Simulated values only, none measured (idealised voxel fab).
process module | voxel trench capacitor
cross-section cut | 225 nm wide | cells 5 nm
A cross-section is a grid of square cells, given in bands from the top down. A band is one or more rows of cells.
Each band's line starts with the height of the band's top and of its bottom, in nm. Then come its materials from left to right, each with its width in nm. One material with "throughout" fills the band from edge to edge. "air" is empty space.
Height 0 is the level under which the wafer as received is all one material. The lowest band goes on downwards, as in "0 down".
A width such as "30 to 40" changes by the same amount from each row of cells to the next, from the band's top row to its bottom row.
"no change" after a step means that no cell of the cross-section changed.
closed voids: empty space of 8 cells or more with no open way to the top, each as width x height at its distance from the left edge, in nm
after a step's settings: what the simulator itself notes on the step
overlay nm, on a step with a mask: how far to the right of its planned place the mask lay; to the left if negative
plan
1 op RECEIVE | material Si
2 op CONFORMAL_DEP | material SiN | thk nm 5
3 op PATTERN | tone open | mask id TRENCH | material resist | width nm 30 | pitch nm 55 | thk nm 20 | overlay nm 0
4 op DIRECTIONAL_ETCH | etch materials SiN | depth nm 5
5 op DIRECTIONAL_ETCH | etch materials Si | depth nm 35
6 op STRIP | etch materials resist
7 op CONFORMAL_DEP | material Al2O3 | thk nm 5
8 op CONFORMAL_DEP | material TiN | thk nm 5
9 op FILL_DEP | material W | thk nm 5
10 op CMP | height nm 5
first wafer, as planned
as received, after step 1
  0 down: Si throughout
  closed voids: none
after step 2
  5 to 0: SiN throughout
  below 0: unchanged
after step 3
  25 to 5: resist 40 | air 30 | resist 25 | air 30 | resist 25 | air 30 | resist 45
  below 5: unchanged
after step 4
  25 to 5: resist 40 | air 30 | resist 25 | air 30 | resist 25 | air 30 | resist 45
  5 to 0: SiN 40 | air 30 | SiN 25 | air 30 | SiN 25 | air 30 | SiN 45
  below 0: unchanged
after step 5
  25 to 5: resist 40 | air 30 | resist 25 | air 30 | resist 25 | air 30 | resist 45
  5 to 0: SiN 40 | air 30 | SiN 25 | air 30 | SiN 25 | air 30 | SiN 45
  0 to -35: Si 40 | air 30 | Si 25 | air 30 | Si 25 | air 30 | Si 45
  below -35: unchanged
after step 6
  5 to 0: SiN 40 | air 30 | SiN 25 | air 30 | SiN 25 | air 30 | SiN 45
  below 0: unchanged
after step 7
  10 to 5: Al2O3 45 | air 20 | Al2O3 35 | air 20 | Al2O3 35 | air 20 | Al2O3 50
  5 to 0: SiN 40 | Al2O3 5 | air 20 | Al2O3 5 | SiN 25 | Al2O3 5 | air 20 | Al2O3 5 | SiN 25 | Al2O3 5 | air 20 | Al2O3 5 | SiN 45
  0 to -30: Si 40 | Al2O3 5 | air 20 | Al2O3 5 | Si 25 | Al2O3 5 | air 20 | Al2O3 5 | Si 25 | Al2O3 5 | air 20 | Al2O3 5 | Si 45
  -30 to -35: Si 40 | Al2O3 30 | Si 25 | Al2O3 30 | Si 25 | Al2O3 30 | Si 45
  below -35: unchanged
after step 8
  15 to 10: TiN 50 | air 10 | TiN 45 | air 10 | TiN 45 | air 10 | TiN 55
  10 to 5: Al2O3 45 | TiN 5 | air 10 | TiN 5 | Al2O3 35 | TiN 5 | air 10 | TiN 5 | Al2O3 35 | TiN 5 | air 10 | TiN 5 | Al2O3 50
  5 to 0: SiN 40 | Al2O3 5 | TiN 5 | air 10 | TiN 5 | Al2O3 5 | SiN 25 | Al2O3 5 | TiN 5 | air 10 | TiN 5 | Al2O3 5 | SiN 25 | Al2O3 5 | TiN 5 | air 10 | TiN 5 | Al2O3 5 | SiN 45
  0 to -25: Si 40 | Al2O3 5 | TiN 5 | air 10 | TiN 5 | Al2O3 5 | Si 25 | Al2O3 5 | TiN 5 | air 10 | TiN 5 | Al2O3 5 | Si 25 | Al2O3 5 | TiN 5 | air 10 | TiN 5 | Al2O3 5 | Si 45
  -25 to -30: Si 40 | Al2O3 5 | TiN 20 | Al2O3 5 | Si 25 | Al2O3 5 | TiN 20 | Al2O3 5 | Si 25 | Al2O3 5 | TiN 20 | Al2O3 5 | Si 45
  below -30: unchanged
after step 9
  20 to 15: W throughout
  15 to 10: TiN 50 | W 10 | TiN 45 | W 10 | TiN 45 | W 10 | TiN 55
  10 to 5: Al2O3 45 | TiN 5 | W 10 | TiN 5 | Al2O3 35 | TiN 5 | W 10 | TiN 5 | Al2O3 35 | TiN 5 | W 10 | TiN 5 | Al2O3 50
  5 to 0: SiN 40 | Al2O3 5 | TiN 5 | W 10 | TiN 5 | Al2O3 5 | SiN 25 | Al2O3 5 | TiN 5 | W 10 | TiN 5 | Al2O3 5 | SiN 25 | Al2O3 5 | TiN 5 | W 10 | TiN 5 | Al2O3 5 | SiN 45
  0 to -25: Si 40 | Al2O3 5 | TiN 5 | W 10 | TiN 5 | Al2O3 5 | Si 25 | Al2O3 5 | TiN 5 | W 10 | TiN 5 | Al2O3 5 | Si 25 | Al2O3 5 | TiN 5 | W 10 | TiN 5 | Al2O3 5 | Si 45
  below -25: unchanged
after step 10
  5 to 0: SiN 40 | Al2O3 5 | TiN 5 | W 10 | TiN 5 | Al2O3 5 | SiN 25 | Al2O3 5 | TiN 5 | W 10 | TiN 5 | Al2O3 5 | SiN 25 | Al2O3 5 | TiN 5 | W 10 | TiN 5 | Al2O3 5 | SiN 45
  below 0: unchanged
second wafer: like start, like plan, one mistake. Through step 9 it matches the first wafer
when step 10 should have ended: no change
what went wrong: step 10 was left out
at the end the second wafer has, in cells: 33 more of Al2O3 | 45 more of TiN | 57 more of W
